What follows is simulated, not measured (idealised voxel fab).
voxel spacer lines: a process module
It is cross-section cut that appears here, measuring 265 nm in width, its square cells being 5 nm in size.
A cross-section is a grid of square cells, given in bands from the top down. A band is one or more rows of cells. Top, bottom (nm), then materials left to right with widths (nm); lone material tagged "full width" fills the whole band edge to edge; "blank" = empty space. Convention: height 0 is the level below which the wafer, as received, is all one material. The lowest band does not terminate at the bottom but continues downward, represented as "z 0 and below". With a width like "30->40", each row of cells in the band differs from the next by the same amount, the top row carrying the first number and the bottom row the second. A step reported as "nothing got changed" is a step in which no cell of the cross-section changed. Each empty space that has no open way to the top and spans at least 8 cells appears under "Closed void register" as width x height at distance, the distance counted from the left edge, all in nm. If you see something after the settings on a step's line, that's the simulator's own remark about that step. The "overlay nm" setting may appear on a step's line; for a step that uses a mask, it gives how far to the right of its planned position the mask lay, and a negative value indicates the left.
**Below is the list of planned process steps**
- 1: RECEIVE, material Si
- 2: CONFORMAL_DEP, material SiO2, thk nm 5
- 3: DIRECTIONAL_DEP, material TiN, thk nm 20
- 4: DIRECTIONAL_DEP, material polySi, thk nm 25
- 5: PATTERN, tone cover, mask id MANDREL, material resist, width nm 15, pitch nm 60, thk nm 35, overlay nm 0
- 6: DIRECTIONAL_ETCH, etch materials polySi, depth nm 25
- 7: STRIP, etch materials resist
- 8: CONFORMAL_DEP, material SiN, thk nm 15
- 9: DIRECTIONAL_ETCH, etch materials SiN, depth nm 15
- 10: STRIP, etch materials polySi
- 11: DIRECTIONAL_ETCH, etch materials TiN, depth nm 20
- 12: STRIP, etch materials SiN
**First wafer of two (run as planned)**
**Shown in cross-section is the wafer as received, that is, as it stands after step 1**
    z 0 and below | Si full width
    Closed void register: none
**Step 2 complete: cross-section through the wafer**
    z 5 to 0 | SiO2 full width
    Below 0, no change.
**Step 3 complete: cross-section through the wafer**
    z 25 to 5 | TiN full width
    Below 5, no change.
**Step 4 complete: cross-section through the wafer**
    z 50 to 25 | polySi full width
    Below 25, no change.
**Step 5 complete: cross-section through the wafer**
    z 85 to 50 | blank=95, then resist=15, then blank=45, then resist=15, then blank=95
    Below 50, no change.
**Step 6 complete: cross-section through the wafer**
    z 85 to 50 | blank=95, then resist=15, then blank=45, then resist=15, then blank=95
    z 50 to 25 | blank=95, then polySi=15, then blank=45, then polySi=15, then blank=95
    Below 25, no change.
**Step 7 complete: cross-section through the wafer**
    z 50 to 25 | blank=95, then polySi=15, then blank=45, then polySi=15, then blank=95
    Below 25, no change.
**Step 8 complete: cross-section through the wafer**
    z 65 to 50 | blank=80, then SiN=45, then blank=15, then SiN=45, then blank=80
    z 50 to 40 | blank=80, then SiN=15, then polySi=15, then SiN=15, then blank=15, then SiN=15, then polySi=15, then SiN=15, then blank=80
    z 40 to 25 | SiN=95, then polySi=15, then SiN=45, then polySi=15, then SiN=95
    Below 25, no change.
**Step 9 complete: cross-section through the wafer**
    z 50 to 25 | blank=80, then SiN=15, then polySi=15, then SiN=15, then blank=15, then SiN=15, then polySi=15, then SiN=15, then blank=80
    Below 25, no change.
**Step 10 complete: cross-section through the wafer**
    z 50 to 25 | blank=80, then SiN=15, then blank=15, then SiN=15, then blank=15, then SiN=15, then blank=15, then SiN=15, then blank=80
    Below 25, no change.
**Step 11 complete: cross-section through the wafer**
    z 50 to 25 | blank=80, then SiN=15, then blank=15, then SiN=15, then blank=15, then SiN=15, then blank=15, then SiN=15, then blank=80
    z 25 to 5 | blank=80, then TiN=15, then blank=15, then TiN=15, then blank=15, then TiN=15, then blank=15, then TiN=15, then blank=80
    Below 5, no change.
**Step 12 complete: cross-section through the wafer**
    z 25 to 5 | blank=80, then TiN=15, then blank=15, then TiN=15, then blank=15, then TiN=15, then blank=15, then TiN=15, then blank=80
    Below 5, no change.
**The second wafer began exactly as the first did and followed the same plan, but one mistake was made while running it; through step 1 inclusive, the two wafers are identical**
**Second wafer: cross-section at the scheduled end of step 2**
    z 5 to 0 | TiN full width
    Below 0, no change.
**Second wafer: cross-section at the scheduled end of step 3**
    z 25 to 0 | TiN full width
    Below 0, no change.
**Second wafer: cross-section at the scheduled end of step 4**
    z 50 to 25 | polySi full width
    Below 25, no change.
**Second wafer: cross-section at the scheduled end of step 5**
    z 85 to 50 | blank=95, then resist=15, then blank=45, then resist=15, then blank=95
    Below 50, no change.
**Second wafer: cross-section at the scheduled end of step 6**
    z 85 to 50 | blank=95, then resist=15, then blank=45, then resist=15, then blank=95
    z 50 to 25 | blank=95, then polySi=15, then blank=45, then polySi=15, then blank=95
    Below 25, no change.
**Second wafer: cross-section at the scheduled end of step 7**
    z 50 to 25 | blank=95, then polySi=15, then blank=45, then polySi=15, then blank=95
    Below 25, no change.
**Second wafer: cross-section at the scheduled end of step 8**
    z 65 to 50 | blank=80, then SiN=45, then blank=15, then SiN=45, then blank=80
    z 50 to 40 | blank=80, then SiN=15, then polySi=15, then SiN=15, then blank=15, then SiN=15, then polySi=15, then SiN=15, then blank=80
    z 40 to 25 | SiN=95, then polySi=15, then SiN=45, then polySi=15, then SiN=95
    Below 25, no change.
**Second wafer: cross-section at the scheduled end of step 9**
    z 50 to 25 | blank=80, then SiN=15, then polySi=15, then SiN=15, then blank=15, then SiN=15, then polySi=15, then SiN=15, then blank=80
    Below 25, no change.
**Second wafer: cross-section at the scheduled end of step 10**
    z 50 to 25 | blank=80, then SiN=15, then blank=15, then SiN=15, then blank=15, then SiN=15, then blank=15, then SiN=15, then blank=80
    Below 25, no change.
**Second wafer: cross-section at the scheduled end of step 11**
    z 50 to 25 | blank=80, then SiN=15, then blank=15, then SiN=15, then blank=15, then SiN=15, then blank=15, then SiN=15, then blank=80
    z 25 to 5 | blank=80, then TiN=15, then blank=15, then TiN=15, then blank=15, then TiN=15, then blank=15, then TiN=15, then blank=80
    Below 5, no change.
**Second wafer: cross-section at the scheduled end of step 12**
    z 25 to 5 | blank=80, then TiN=15, then blank=15, then TiN=15, then blank=15, then TiN=15, then blank=15, then TiN=15, then blank=80
    Below 5, no change.
Which mistake was made when the wafer was run? note that step 2 departed from the planned setting and was carried out as CONFORMAL_DEP, material TiN, thk nm 5
Cell-count delta at end, second wafer over first, by material: SiO2: 53 fewer; TiN: 53 more
